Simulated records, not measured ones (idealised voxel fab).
process module | voxel capacitor over wiring
cross-section cut | 295 nm wide | cells 5 nm
A cross-section is a grid of square cells, given in bands from the top down. A band is one or more rows of cells.
Each band's line starts with the height of the band's top and of its bottom, in nm. Then come its materials from left to right, each with its width in nm. One material with "throughout" fills the band from edge to edge. "air" is empty space.
Height 0 is the level under which the wafer as received is all one material. The lowest band goes on downwards, as in "0 down".
A width such as "30 to 40" changes by the same amount from each row of cells to the next, from the band's top row to its bottom row.
"no change" after a step means that no cell of the cross-section changed.
closed voids: empty space of 8 cells or more with no open way to the top, each as width x height at its distance from the left edge, in nm
after a step's settings: what the simulator itself notes on the step
overlay nm, on a step with a mask: how far to the right of its planned place the mask lay; to the left if negative
Each pair below shows a cross-section before one step and the cross-section after it, down to the lowest band that changed. The line under each pair gives the step between them, with its settings. The pairs can come from different runs of this module on the same starting wafer, so a pair continues from the pair above only where its "before" says so.
before
  90 to 70: air 90 | resist 85 | air 120
  70 to 65: air 90 | resist 5 | TiN 75 | resist 5 | air 120
  65 to 60: air 90 | resist 5 | Al2O3 75 | resist 5 | air 120
  60 to 50: TiN throughout
  50 to 40: lowk 95 | TiN 5 | W 10 | TiN 5 | lowk 180
  40 to 35: SiCN 95 | TiN 20 | SiCN 180
  35 to 15: SiO2 90 | TiN 5 | W 10 | TiN 5 | SiO2 70 | TiN 5 | W 10 | TiN 5 | SiO2 95
  15 to 10: SiN 90 | TiN 20 | SiN 70 | TiN 20 | SiN 95
  10 to 0: SiO2 throughout
  0 down: Si throughout
  closed voids: none
after
  90 to 70: air 90 | resist 85 | air 120
  70 to 65: air 90 | resist 5 | TiN 75 | resist 5 | air 120
  65 to 60: air 90 | resist 5 | Al2O3 75 | resist 5 | air 120
  60 to 50: air 90 | TiN 85 | air 120
  below 50: unchanged
  closed voids: none
the step between: op DIRECTIONAL_ETCH | etch materials TiN | depth nm 10
before: the cross-section after the pair above
after
  70 to 65: air 95 | TiN 75 | air 125
  65 to 60: air 95 | Al2O3 75 | air 125
  below 60: unchanged
  closed voids: none
the step between: op STRIP | etch materials resist
before: the cross-section after the pair above
after
  90 to 70: SiO2 throughout
  70 to 65: SiO2 95 | TiN 75 | SiO2 125
  65 to 60: SiO2 95 | Al2O3 75 | SiO2 125
  60 to 50: SiO2 90 | TiN 85 | SiO2 120
  below 50: unchanged
  closed voids: none
the step between: op FILL_DEP | material SiO2 | thk nm 20
before: the cross-section after the pair above
after
  85 to 70: SiO2 throughout
  below 70: unchanged
  closed voids: none
the step between: op CMP | height nm 85
before: the cross-section after the pair above
after
  105 to 85: resist 105 | air 15 | resist 175
  below 85: unchanged
  closed voids: none
the step between: op PATTERN | tone open | mask id PLUG_2 | material resist | width nm 15 | thk nm 20 | overlay nm 0
before: the cross-section after the pair above
after
  105 to 85: resist 105 | air 15 | resist 175
  85 to 70: SiO2 105 | air 15 | SiO2 175
  below 70: unchanged
  closed voids: none
the step between: op DIRECTIONAL_ETCH | etch materials SiO2 | depth nm 15
before: the cross-section after the pair above
after
  85 to 70: SiO2 105 | air 15 | SiO2 175
  below 70: unchanged
  closed voids: none
the step between: op STRIP | etch materials resist
before: the cross-section after the pair above
after
  90 to 85: TiN 110 | air 5 | TiN 180
  85 to 75: SiO2 105 | TiN 5 | air 5 | TiN 5 | SiO2 175
  75 to 65: SiO2 105 to 95 | TiN 15 to 75 | SiO2 175 to 125
  below 65: unchanged
  closed voids: none
the step between: op CONFORMAL_DEP | material TiN | thk nm 5
before: the cross-section after the pair above
after
  100 to 90: W throughout
  90 to 85: TiN 110 | W 5 | TiN 180
  85 to 75: SiO2 105 | TiN 5 | W 5 | TiN 5 | SiO2 175
  below 75: unchanged
  closed voids: none
the step between: op FILL_DEP | material W | thk nm 10
before: the cross-section after the pair above
after
  85 to 75: SiO2 105 | TiN 5 | W 5 | TiN 5 | SiO2 175
  below 75: unchanged
  closed voids: none
the step between: op CMP | height nm 85
before: the cross-section after the pair above
after
  90 to 85: SiN throughout
  below 85: unchanged
  closed voids: none
the step between: op CONFORMAL_DEP | material SiN | thk nm 5
before
  50 to 40: lowk throughout
  40 to 35: SiCN throughout
  35 to 15: SiO2 90 | TiN 5 | W 10 | TiN 5 | SiO2 70 | TiN 5 | W 10 | TiN 5 | SiO2 95
  15 to 10: SiN 90 | TiN 20 | SiN 70 | TiN 20 | SiN 95
  10 to 0: SiO2 throughout
  0 down: Si throughout
  closed voids: none
after
  65 to 50: resist 105 | air 15 | resist 175
  below 50: unchanged
  closed voids: none
the step between: op PATTERN | tone open | mask id PLUG_1 | material resist | width nm 15 | thk nm 15 | overlay nm 10
before: the cross-section after the pair above
after
  65 to 50: resist 105 | air 15 | resist 175
  50 to 40: lowk 105 | air 15 | lowk 175
  below 40: unchanged
  closed voids: none
the step between: op DIRECTIONAL_ETCH | etch materials lowk | depth nm 10
before: the cross-section after the pair above
after
  65 to 50: resist 105 | air 15 | resist 175
  50 to 40: lowk 105 | air 15 | lowk 175
  40 to 35: SiCN 105 | air 15 | SiCN 175
  below 35: unchanged
  closed voids: none
the step between: op DIRECTIONAL_ETCH | etch materials SiCN | depth nm 5
before: the cross-section after the pair above
after
  50 to 40: lowk 105 | air 15 | lowk 175
  below 40: unchanged
  closed voids: none
the step between: op STRIP | etch materials resist
before: the cross-section after the pair above
after
  55 to 50: TiN 110 | air 5 | TiN 180
  50 to 40: lowk 105 | TiN 5 | air 5 | TiN 5 | lowk 175
  40 to 35: SiCN 105 | TiN 15 | SiCN 175
  below 35: unchanged
  closed voids: none
the step between: op CONFORMAL_DEP | material TiN | thk nm 5
before: the cross-section after the pair above
after
  65 to 55: W throughout
  55 to 50: TiN 110 | W 5 | TiN 180
  50 to 40: lowk 105 | TiN 5 | W 5 | TiN 5 | lowk 175
  below 40: unchanged
  closed voids: none
the step between: op FILL_DEP | material W | thk nm 10
before: the cross-section after the pair above
after
  50 to 40: lowk 105 | TiN 5 | W 5 | TiN 5 | lowk 175
  below 40: unchanged
  closed voids: none
the step between: op CMP | height nm 50
before: the cross-section after the pair above
after
  60 to 50: TiN throughout
  below 50: unchanged
  closed voids: none
the step between: op DIRECTIONAL_DEP | material TiN | thk nm 10
before: the cross-section after the pair above
after
  65 to 60: Al2O3 throughout
  below 60: unchanged
  closed voids: none
the step between: op DIRECTIONAL_DEP | material Al2O3 | thk nm 5
before: the cross-section after the pair above
after
  70 to 65: TiN throughout
  below 65: unchanged
  closed voids: none
the step between: op DIRECTIONAL_DEP | material TiN | thk nm 5
before: the cross-section after the pair above
after
  85 to 70: aC throughout
  below 70: unchanged
  closed voids: none
the step between: op DIRECTIONAL_DEP | material aC | thk nm 15
before: the cross-section after the pair above
after
  120 to 85: air 95 | resist 75 | air 125
  below 85: unchanged
  closed voids: none
the step between: op PATTERN | tone cover | mask id UPPER_PLATE | material resist | width nm 75 | thk nm 35 | overlay nm 0
before: the cross-section after the pair above
after
  105 to 85: air 95 | resist 75 | air 125
  85 to 70: air 95 | aC 75 | air 125
  below 70: unchanged
  closed voids: none
the step between: op DIRECTIONAL_ETCH | etch materials aC | depth nm 15
before: the cross-section after the pair above
after
  85 to 70: air 95 | aC 75 | air 125
  below 70: unchanged
  closed voids: none
the step between: op STRIP | etch materials resist
before: the cross-section after the pair above
after
  85 to 70: air 95 | aC 75 | air 125
  70 to 65: air 95 | TiN 75 | air 125
  below 65: unchanged
  closed voids: none
the step between: op DIRECTIONAL_ETCH | etch materials TiN | depth nm 5
before: the cross-section after the pair above
after
  85 to 70: air 95 | aC 75 | air 125
  70 to 65: air 95 | TiN 75 | air 125
  65 to 60: air 95 | Al2O3 75 | air 125
  below 60: unchanged
  closed voids: none
the step between: op DIRECTIONAL_ETCH | etch materials Al2O3 | depth nm 5
before: the cross-section after the pair above
after
  70 to 65: air 95 | TiN 75 | air 125
  below 65: unchanged
  closed voids: none
the step between: op STRIP | etch materials aC
before: the cross-section after the pair above
after
  90 to 70: air 90 | resist 85 | air 120
  70 to 65: air 90 | resist 5 | TiN 75 | resist 5 | air 120
  65 to 60: air 90 | resist 5 | Al2O3 75 | resist 5 | air 120
  below 60: unchanged
  closed voids: none
the step between: op PATTERN | tone cover | mask id LOWER_PLATE | material resist | width nm 85 | thk nm 20 | overlay nm 0
before: the cross-section after the pair above
after
  90 to 70: air 90 | resist 85 | air 120
  70 to 65: air 90 | resist 5 | TiN 75 | resist 5 | air 120
  65 to 60: air 90 | resist 5 | Al2O3 75 | resist 5 | air 120
  60 to 50: air 90 | TiN 85 | air 120
  below 50: unchanged
  closed voids: none
the step between: op DIRECTIONAL_ETCH | etch materials TiN | depth nm 10
before: the cross-section after the pair above
after
  70 to 65: air 95 | TiN 75 | air 125
  65 to 60: air 95 | Al2O3 75 | air 125
  below 60: unchanged
  closed voids: none
the step between: op STRIP | etch materials resist
before: the cross-section after the pair above
after
  90 to 70: SiO2 throughout
  70 to 65: SiO2 95 | TiN 75 | SiO2 125
  65 to 60: SiO2 95 | Al2O3 75 | SiO2 125
  60 to 50: SiO2 90 | TiN 85 | SiO2 120
  below 50: unchanged
  closed voids: none
the step between: op FILL_DEP | material SiO2 | thk nm 20
before: the cross-section after the pair above
after
  85 to 70: SiO2 throughout
  below 70: unchanged
  closed voids: none
the step between: op CMP | height nm 85
before: the cross-section after the pair above
after
  105 to 85: resist 105 | air 15 | resist 175
  below 85: unchanged
  closed voids: none
the step between: op PATTERN | tone open | mask id PLUG_2 | material resist | width nm 15 | thk nm 20 | overlay nm 0
before: the cross-section after the pair above
after
  105 to 85: resist 105 | air 15 | resist 175
  85 to 70: SiO2 105 | air 15 | SiO2 175
  below 70: unchanged
  closed voids: none
the step between: op DIRECTIONAL_ETCH | etch materials SiO2 | depth nm 15
before: the cross-section after the pair above
after
  85 to 70: SiO2 105 | air 15 | SiO2 175
  below 70: unchanged
  closed voids: none
the step between: op STRIP | etch materials resist
before: the cross-section after the pair above
after
  90 to 85: TiN 110 | air 5 | TiN 180
  85 to 75: SiO2 105 | TiN 5 | air 5 | TiN 5 | SiO2 175
  75 to 65: SiO2 105 to 95 | TiN 15 to 75 | SiO2 175 to 125
  below 65: unchanged
  closed voids: none
the step between: op CONFORMAL_DEP | material TiN | thk nm 5
before: the cross-section after the pair above
after
  100 to 90: W throughout
  90 to 85: TiN 110 | W 5 | TiN 180
  85 to 75: SiO2 105 | TiN 5 | W 5 | TiN 5 | SiO2 175
  below 75: unchanged
  closed voids: none
the step between: op FILL_DEP | material W | thk nm 10
before: the cross-section after the pair above
after
  85 to 75: SiO2 105 | TiN 5 | W 5 | TiN 5 | SiO2 175
  below 75: unchanged
  closed voids: none
the step between: op CMP | height nm 85
before: the cross-section after the pair above
after
  90 to 85: SiN throughout
  below 85: unchanged
  closed voids: none
the step between: op CONFORMAL_DEP | material SiN | thk nm 5
before
  0 down: Si throughout
  closed voids: none
after
  10 to 0: Al2O3 throughout
  below 0: unchanged
  closed voids: none
the step between: op CONFORMAL_DEP | material Al2O3 | thk nm 10
before: the cross-section after the pair above
after
  15 to 10: SiN throughout
  below 10: unchanged
  closed voids: none
the step between: op CONFORMAL_DEP | material SiN | thk nm 5
before: the cross-section after the pair above
after
  35 to 15: SiO2 throughout
  below 15: unchanged
  closed voids: none
the step between: op DIRECTIONAL_DEP | material SiO2 | thk nm 20
before: the cross-section after the pair above
after
  50 to 35: resist 90 | air 20 | resist 70 | air 20 | resist 95
  below 35: unchanged
  closed voids: none
the step between: op PATTERN | tone open | mask id METAL_1 | material resist | width nm 20 | pitch nm 90 | thk nm 15 | overlay nm 0
before: the cross-section after the pair above
after
  50 to 35: resist 90 | air 20 | resist 70 | air 20 | resist 95
  35 to 15: SiO2 90 | air 20 | SiO2 70 | air 20 | SiO2 95
  below 15: unchanged
  closed voids: none
the step between: op DIRECTIONAL_ETCH | etch materials SiO2 | depth nm 20
before: the cross-section after the pair above
after
  50 to 35: resist 90 | air 20 | resist 70 | air 20 | resist 95
  35 to 15: SiO2 90 | air 20 | SiO2 70 | air 20 | SiO2 95
  15 to 10: SiN 90 | air 20 | SiN 70 | air 20 | SiN 95
  below 10: unchanged
  closed voids: none
the step between: op DIRECTIONAL_ETCH | etch materials SiN | depth nm 5
before: the cross-section after the pair above
after
  35 to 15: SiO2 90 | air 20 | SiO2 70 | air 20 | SiO2 95
  below 15: unchanged
  closed voids: none
the step between: op STRIP | etch materials resist
before: the cross-section after the pair above
after
  40 to 35: TiN 95 | air 10 | TiN 80 | air 10 | TiN 100
  35 to 15: SiO2 90 | TiN 5 | air 10 | TiN 5 | SiO2 70 | TiN 5 | air 10 | TiN 5 | SiO2 95
  15 to 10: SiN 90 | TiN 20 | SiN 70 | TiN 20 | SiN 95
  below 10: unchanged
  closed voids: none
the step between: op CONFORMAL_DEP | material TiN | thk nm 5
before: the cross-section after the pair above
after
  45 to 40: W throughout
  40 to 35: TiN 95 | W 10 | TiN 80 | W 10 | TiN 100
  35 to 15: SiO2 90 | TiN 5 | W 10 | TiN 5 | SiO2 70 | TiN 5 | W 10 | TiN 5 | SiO2 95
  below 15: unchanged
  closed voids: none
the step between: op FILL_DEP | material W | thk nm 5
before: the cross-section after the pair above
after
  35 to 15: SiO2 90 | TiN 5 | W 10 | TiN 5 | SiO2 70 | TiN 5 | W 10 | TiN 5 | SiO2 95
  below 15: unchanged
  closed voids: none
the step between: op CMP | height nm 35
before: the cross-section after the pair above
after
  40 to 35: SiCN throughout
  below 35: unchanged
  closed voids: none
the step between: op CONFORMAL_DEP | material SiCN | thk nm 5
before: the cross-section after the pair above
after
  50 to 40: lowk throughout
  below 40: unchanged
  closed voids: none
the step between: op DIRECTIONAL_DEP | material lowk | thk nm 10
before: the cross-section after the pair above
after
  65 to 50: resist 95 | air 15 | resist 185
  below 50: unchanged
  closed voids: none
the step between: op PATTERN | tone open | mask id PLUG_1 | material resist | width nm 15 | thk nm 15 | overlay nm 0
before: the cross-section after the pair above
after
  65 to 50: resist 95 | air 15 | resist 185
  50 to 40: lowk 95 | air 15 | lowk 185
  below 40: unchanged
  closed voids: none
the step between: op DIRECTIONAL_ETCH | etch materials lowk | depth nm 10
before: the cross-section after the pair above
after
  65 to 50: resist 95 | air 15 | resist 185
  50 to 40: lowk 95 | air 15 | lowk 185
  40 to 35: SiCN 95 | air 15 | SiCN 185
  below 35: unchanged
  closed voids: none
the step between: op DIRECTIONAL_ETCH | etch materials SiCN | depth nm 5
before: the cross-section after the pair above
after
  50 to 40: lowk 95 | air 15 | lowk 185
  below 40: unchanged
  closed voids: none
the step between: op STRIP | etch materials resist
before: the cross-section after the pair above
after
  55 to 50: TiN 100 | air 5 | TiN 190
  50 to 40: lowk 95 | TiN 5 | air 5 | TiN 5 | lowk 185
  40 to 35: SiCN 95 | TiN 15 | SiCN 185
  below 35: unchanged
  closed voids: none
the step between: op CONFORMAL_DEP | material TiN | thk nm 5
before: the cross-section after the pair above
after
  65 to 55: W throughout
  55 to 50: TiN 100 | W 5 | TiN 190
  50 to 40: lowk 95 | TiN 5 | W 5 | TiN 5 | lowk 185
  below 40: unchanged
  closed voids: none
the step between: op FILL_DEP | material W | thk nm 10
before: the cross-section after the pair above
after
  50 to 40: lowk 95 | TiN 5 | W 5 | TiN 5 | lowk 185
  below 40: unchanged
  closed voids: none
the step between: op CMP | height nm 50
before: the cross-section after the pair above
after
  60 to 50: TiN throughout
  below 50: unchanged
  closed voids: none
the step between: op DIRECTIONAL_DEP | material TiN | thk nm 10
before: the cross-section after the pair above
after
  65 to 60: Al2O3 throughout
  below 60: unchanged
  closed voids: none
the step between: op DIRECTIONAL_DEP | material Al2O3 | thk nm 5
before: the cross-section after the pair above
after
  70 to 65: TiN throughout
  below 65: unchanged
  closed voids: none
the step between: op DIRECTIONAL_DEP | material TiN | thk nm 5
before: the cross-section after the pair above
after
  85 to 70: aC throughout
  below 70: unchanged
  closed voids: none
the step between: op DIRECTIONAL_DEP | material aC | thk nm 15
before: the cross-section after the pair above
after
  120 to 85: air 95 | resist 75 | air 125
  below 85: unchanged
  closed voids: none
the step between: op PATTERN | tone cover | mask id UPPER_PLATE | material resist | width nm 75 | thk nm 35 | overlay nm 0
before: the cross-section after the pair above
after
  105 to 85: air 95 | resist 75 | air 125
  85 to 70: air 95 | aC 75 | air 125
  below 70: unchanged
  closed voids: none
the step between: op DIRECTIONAL_ETCH | etch materials aC | depth nm 15
before: the cross-section after the pair above
after
  85 to 70: air 95 | aC 75 | air 125
  below 70: unchanged
  closed voids: none
the step between: op STRIP | etch materials resist
before: the cross-section after the pair above
after
  85 to 70: air 95 | aC 75 | air 125
  70 to 65: air 95 | TiN 75 | air 125
  below 65: unchanged
  closed voids: none
the step between: op DIRECTIONAL_ETCH | etch materials TiN | depth nm 5
before: the cross-section after the pair above
after
  85 to 70: air 95 | aC 75 | air 125
  70 to 65: air 95 | TiN 75 | air 125
  65 to 60: air 95 | Al2O3 75 | air 125
  below 60: unchanged
  closed voids: none
the step between: op DIRECTIONAL_ETCH | etch materials Al2O3 | depth nm 5
before: the cross-section after the pair above
after
  70 to 65: air 95 | TiN 75 | air 125
  below 65: unchanged
  closed voids: none
the step between: op STRIP | etch materials aC
before: the cross-section after the pair above
after
  90 to 70: air 90 | resist 85 | air 120
  70 to 65: air 90 | resist 5 | TiN 75 | resist 5 | air 120
  65 to 60: air 90 | resist 5 | Al2O3 75 | resist 5 | air 120
  below 60: unchanged
  closed voids: none
the step between: op PATTERN | tone cover | mask id LOWER_PLATE | material resist | width nm 85 | thk nm 20 | overlay nm 0
before: the cross-section after the pair above
after
  90 to 70: air 90 | resist 85 | air 120
  70 to 65: air 90 | resist 5 | TiN 75 | resist 5 | air 120
  65 to 60: air 90 | resist 5 | Al2O3 75 | resist 5 | air 120
  60 to 50: air 90 | TiN 85 | air 120
  below 50: unchanged
  closed voids: none
the step between: op DIRECTIONAL_ETCH | etch materials TiN | depth nm 10
before: the cross-section after the pair above
after
  70 to 65: air 95 | TiN 75 | air 125
  65 to 60: air 95 | Al2O3 75 | air 125
  below 60: unchanged
  closed voids: none
the step between: op STRIP | etch materials resist
before: the cross-section after the pair above
after
  90 to 70: SiO2 throughout
  70 to 65: SiO2 95 | TiN 75 | SiO2 125
  65 to 60: SiO2 95 | Al2O3 75 | SiO2 125
  60 to 50: SiO2 90 | TiN 85 | SiO2 120
  below 50: unchanged
  closed voids: none
the step between: op FILL_DEP | material SiO2 | thk nm 20
before: the cross-section after the pair above
after
  85 to 70: SiO2 throughout
  below 70: unchanged
  closed voids: none
the step between: op CMP | height nm 85
before: the cross-section after the pair above
after
  105 to 85: resist 105 | air 15 | resist 175
  below 85: unchanged
  closed voids: none
the step between: op PATTERN | tone open | mask id PLUG_2 | material resist | width nm 15 | thk nm 20 | overlay nm 0
before: the cross-section after the pair above
after
  105 to 85: resist 105 | air 15 | resist 175
  85 to 70: SiO2 105 | air 15 | SiO2 175
  below 70: unchanged
  closed voids: none
the step between: op DIRECTIONAL_ETCH | etch materials SiO2 | depth nm 15
before: the cross-section after the pair above
after
  85 to 70: SiO2 105 | air 15 | SiO2 175
  below 70: unchanged
  closed voids: none
the step between: op STRIP | etch materials resist
before: the cross-section after the pair above
after
  90 to 85: TiN 110 | air 5 | TiN 180
  85 to 75: SiO2 105 | TiN 5 | air 5 | TiN 5 | SiO2 175
  75 to 65: SiO2 105 to 95 | TiN 15 to 75 | SiO2 175 to 125
  below 65: unchanged
  closed voids: none
the step between: op CONFORMAL_DEP | material TiN | thk nm 5
before: the cross-section after the pair above
after
  100 to 90: W throughout
  90 to 85: TiN 110 | W 5 | TiN 180
  85 to 75: SiO2 105 | TiN 5 | W 5 | TiN 5 | SiO2 175
  below 75: unchanged
  closed voids: none
the step between: op FILL_DEP | material W | thk nm 10
before: the cross-section after the pair above
after
  85 to 75: SiO2 105 | TiN 5 | W 5 | TiN 5 | SiO2 175
  below 75: unchanged
  closed voids: none
the step between: op CMP | height nm 85
before: the cross-section after the pair above
after
  90 to 85: SiN throughout
  below 85: unchanged
  closed voids: none
the step between: op CONFORMAL_DEP | material SiN | thk nm 5
before
  85 to 70: SiO2 throughout
  70 to 65: SiO2 95 | TiN 75 | SiO2 125
  65 to 60: SiO2 95 | Al2O3 75 | SiO2 125
  60 to 50: SiO2 90 | TiN 85 | SiO2 120
  50 to 40: lowk 95 | TiN 5 | W 5 | TiN 5 | lowk 185
  40 to 35: SiCN 95 | TiN 15 | SiCN 185
  35 to 15: SiO2 90 | TiN 5 | W 10 | TiN 5 | SiO2 70 | TiN 5 | W 10 | TiN 5 | SiO2 95
  15 to 10: SiN 90 | TiN 20 | SiN 70 | TiN 20 | SiN 95
  10 to 0: SiO2 throughout
  0 down: Si throughout
  closed voids: none
after
  105 to 85: air 105 | resist 15 | air 175
  below 85: unchanged
  closed voids: none
the step between: op PATTERN | tone cover | mask id PLUG_2 | material resist | width nm 15 | thk nm 20 | overlay nm 0
before: the cross-section after the pair above
after
  105 to 85: air 105 | resist 15 | air 175
  85 to 70: air 105 | SiO2 15 | air 175
  below 70: unchanged
  closed voids: none
the step between: op DIRECTIONAL_ETCH | etch materials SiO2 | depth nm 15
before: the cross-section after the pair above
after
  85 to 70: air 105 | SiO2 15 | air 175
  below 70: unchanged
  closed voids: none
the step between: op STRIP | etch materials resist
before: the cross-section after the pair above
after
  90 to 85: air 100 | TiN 25 | air 170
  85 to 75: air 100 | TiN 5 | SiO2 15 | TiN 5 | air 170
  75 to 70: TiN 105 | SiO2 15 | TiN 175
  below 70: unchanged
  closed voids: none
the step between: op CONFORMAL_DEP | material TiN | thk nm 5
before: the cross-section after the pair above
after
  100 to 90: W throughout
  90 to 85: W 100 | TiN 25 | W 170
  85 to 75: W 100 | TiN 5 | SiO2 15 | TiN 5 | W 170
  below 75: unchanged
  closed voids: none
the step between: op FILL_DEP | material W | thk nm 10
before: the cross-section after the pair above
after
  85 to 75: W 100 | TiN 5 | SiO2 15 | TiN 5 | W 170
  below 75: unchanged
  closed voids: none
the step between: op CMP | height nm 85
before: the cross-section after the pair above
after
  90 to 85: SiN throughout
  below 85: unchanged
  closed voids: none
the step between: op CONFORMAL_DEP | material SiN | thk nm 5
